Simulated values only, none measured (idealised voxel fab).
process module | voxel self aligned contacts
cross-section cut | 240 nm wide | cells 5 nm
A cross-section is a grid of square cells, given in bands from the top down. A band is one or more rows of cells.
Each band's line starts with the height of the band's top and of its bottom, in nm. Then come its materials from left to right, each with its width in nm. One material with "throughout" fills the band from edge to edge. "air" is empty space.
Height 0 is the level under which the wafer as received is all one material. The lowest band goes on downwards, as in "0 down".
A width such as "30 to 40" changes by the same amount from each row of cells to the next, from the band's top row to its bottom row.
"no change" after a step means that no cell of the cross-section changed.
closed voids: empty space of 8 cells or more with no open way to the top, each as width x height at its distance from the left edge, in nm
after a step's settings: what the simulator itself notes on the step
overlay nm, on a step with a mask: how far to the right of its planned place the mask lay; to the left if negative
plan
1 op RECEIVE | material Si
2 op OXIDIZE | depth nm 5
3 op DIRECTIONAL_DEP | material polySi | thk nm 25
4 op DIRECTIONAL_DEP | material SiN | thk nm 20
5 op DIRECTIONAL_DEP | material aC | thk nm 15
6 op PATTERN | tone cover | mask id GATE | material resist | width nm 25 | pitch nm 55 | thk nm 30 | overlay nm 0
7 op DIRECTIONAL_ETCH | etch materials aC | depth nm 15
8 op STRIP | etch materials resist
9 op DIRECTIONAL_ETCH | etch materials SiN | depth nm 20
10 op DIRECTIONAL_ETCH | etch materials polySi | depth nm 25
11 op STRIP | etch materials aC
12 op CONFORMAL_DEP | material SiN | thk nm 5
13 op DIRECTIONAL_ETCH | etch materials SiN | depth nm 5
14 op FILL_DEP | material SiO2 | thk nm 20
15 op CMP | height nm 55
16 op PATTERN | tone open | mask id CONTACT | material resist | width nm 40 | pitch nm 55 | thk nm 20 | overlay nm 0
17 op DIRECTIONAL_ETCH | etch materials SiO2 | depth nm 60
18 op STRIP | etch materials resist
19 op CONFORMAL_DEP | material TiN | thk nm 5
20 op FILL_DEP | material W | thk nm 5
21 op CMP | height nm 55
22 op CONFORMAL_DEP | material SiCN | thk nm 5
as received, after step 1
  0 down: Si throughout
  closed voids: none
a wafer at the end: this start, this plan, one mistake
  60 to 55: SiCN throughout
  55 to 50: TiN 75 | W 30 | TiN 25 | W 30 | TiN 80
  50 to 45: SiO2 70 | TiN 15 | W 10 | TiN 15 | SiO2 15 | TiN 15 | W 10 | TiN 15 | SiO2 75
  45 to 25: SiO2 45 | SiN 35 | TiN 5 | W 10 | TiN 5 | SiN 35 | TiN 5 | W 10 | TiN 5 | SiN 35 | SiO2 50
  25 to 0: SiO2 45 | SiN 5 | polySi 25 | SiN 5 | TiN 5 | W 10 | TiN 5 | SiN 5 | polySi 25 | SiN 5 | TiN 5 | W 10 | TiN 5 | SiN 5 | polySi 25 | SiN 5 | SiO2 50
  0 to -5: SiO2 80 | TiN 20 | SiO2 35 | TiN 20 | SiO2 85
  -5 down: Si throughout
  closed voids: none
what went wrong: step 15 ran as: op CMP | height nm 50
